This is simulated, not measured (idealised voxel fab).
process module | voxel wiring stack
cross-section cut | 205 nm wide | cells 5 nm
A cross-section is a grid of square cells, given in bands from the top down. A band is one or more rows of cells.
Each band's line starts with the height of the band's top and of its bottom, in nm. Then come its materials from left to right, each with its width in nm. One material with "throughout" fills the band from edge to edge. "air" is empty space.
Height 0 is the level under which the wafer as received is all one material. The lowest band goes on downwards, as in "0 down".
A width such as "30 to 40" changes by the same amount from each row of cells to the next, from the band's top row to its bottom row.
"no change" after a step means that no cell of the cross-section changed.
closed voids: empty space of 8 cells or more with no open way to the top, each as width x height at its distance from the left edge, in nm
after a step's settings: what the simulator itself notes on the step
overlay nm, on a step with a mask: how far to the right of its planned place the mask lay; to the left if negative
plan
1 op RECEIVE | material Si
2 op CONFORMAL_DEP | material SiO2 | thk nm 10
3 op CONFORMAL_DEP | material SiCN | thk nm 5
4 op DIRECTIONAL_DEP | material lowk | thk nm 25
5 op DIRECTIONAL_DEP | material aC | thk nm 15
6 op PATTERN | tone open | mask id METAL_1 | material resist | width nm 20 | pitch nm 45 | thk nm 35 | overlay nm 0
7 op DIRECTIONAL_ETCH | etch materials aC | depth nm 15
8 op STRIP | etch materials resist
9 op DIRECTIONAL_ETCH | etch materials lowk | depth nm 25
10 op DIRECTIONAL_ETCH | etch materials SiCN | depth nm 5
11 op STRIP | etch materials aC
12 op CONFORMAL_DEP | material TiN | thk nm 5
13 op FILL_DEP | material Ru | thk nm 5
14 op CMP | height nm 40
15 op CONFORMAL_DEP | material SiCN | thk nm 5
16 op DIRECTIONAL_DEP | material lowk | thk nm 15
17 op DIRECTIONAL_DEP | material aC | thk nm 10
18 op PATTERN | tone open | mask id PLUG_1 | material resist | width nm 15 | thk nm 25 | overlay nm 0
19 op DIRECTIONAL_ETCH | etch materials aC | depth nm 10
20 op STRIP | etch materials resist
21 op DIRECTIONAL_ETCH | etch materials lowk | depth nm 15
22 op DIRECTIONAL_ETCH | etch materials SiCN | depth nm 5
23 op STRIP | etch materials aC
24 op CONFORMAL_DEP | material TiN | thk nm 5
25 op FILL_DEP | material Ru | thk nm 10
26 op CMP | height nm 60
27 op DIRECTIONAL_DEP | material TiN | thk nm 5
28 op DIRECTIONAL_DEP | material Ru | thk nm 20
29 op DIRECTIONAL_DEP | material aC | thk nm 10
30 op PATTERN | tone cover | mask id METAL_2 | material resist | width nm 20 | pitch nm 45 | thk nm 25 | overlay nm 0
31 op DIRECTIONAL_ETCH | etch materials aC | depth nm 10
32 op STRIP | etch materials resist
33 op DIRECTIONAL_ETCH | etch materials Ru | depth nm 20
34 op DIRECTIONAL_ETCH | etch materials TiN | depth nm 5
35 op STRIP | etch materials aC
36 op CONFORMAL_DEP | material SiCN | thk nm 5
37 op FILL_DEP | material lowk | thk nm 5
38 op CMP | height nm 85
39 op CONFORMAL_DEP | material SiCN | thk nm 5
40 op DIRECTIONAL_DEP | material lowk | thk nm 10
41 op PATTERN | tone open | mask id PLUG_2 | material resist | width nm 15 | pitch nm 45 | thk nm 15 | overlay nm 0
42 op DIRECTIONAL_ETCH | etch materials lowk | depth nm 10
43 op DIRECTIONAL_ETCH | etch materials SiCN | depth nm 5
44 op STRIP | etch materials resist
45 op CONFORMAL_DEP | material TiN | thk nm 5
46 op FILL_DEP | material Cu | thk nm 5
47 op CMP | height nm 100
48 op DIRECTIONAL_DEP | material TiN | thk nm 5
49 op DIRECTIONAL_DEP | material Ru | thk nm 15
50 op DIRECTIONAL_DEP | material aC | thk nm 15
51 op PATTERN | tone cover | mask id METAL_3 | material resist | width nm 20 | pitch nm 45 | thk nm 30 | overlay nm 0
52 op DIRECTIONAL_ETCH | etch materials aC | depth nm 15
53 op STRIP | etch materials resist
54 op DIRECTIONAL_ETCH | etch materials Ru | depth nm 15
55 op DIRECTIONAL_ETCH | etch materials TiN | depth nm 5
56 op STRIP | etch materials aC
57 op FILL_DEP | material lowk | thk nm 5
58 op CMP | height nm 120
59 op CONFORMAL_DEP | material SiN | thk nm 5
as received, after step 1
  0 down: Si throughout
  closed voids: none
a wafer at the end: this start, this plan, one mistake
  125 to 120: SiN throughout
  120 to 105: lowk 70 | Ru 20 | lowk 25 | Ru 20 | lowk 70
  105 to 100: lowk 70 | TiN 20 | lowk 25 | TiN 20 | lowk 70
  100 to 90: lowk 70 | TiN 5 | Cu 5 | TiN 5 | lowk 30 | TiN 5 | Cu 5 | TiN 5 | lowk 75
  90 to 85: SiCN 70 | TiN 15 | SiCN 30 | TiN 15 | SiCN 75
  85 to 65: lowk 65 | SiCN 5 | Ru 20 | SiCN 5 | lowk 15 | SiCN 5 | Ru 20 | SiCN 5 | lowk 65
  65 to 60: SiCN 70 | TiN 20 | SiCN 25 | TiN 20 | SiCN 70
  60 to 45: lowk 70 | TiN 5 | Ru 5 | TiN 5 | lowk 120
  45 to 40: SiCN 70 | TiN 15 | SiCN 120
  40 to 15: lowk 80 | TiN 5 | Ru 10 | TiN 5 | lowk 25 | TiN 5 | Ru 10 | TiN 5 | lowk 60
  15 to 10: SiCN 80 | TiN 20 | SiCN 25 | TiN 20 | SiCN 60
  10 to 0: SiO2 throughout
  0 down: Si throughout
  closed voids: none
what went wrong: step 6 ran as: op PATTERN | tone open | mask id METAL_1 | material resist | width nm 20 | pitch nm 45 | thk nm 35 | overlay nm 10
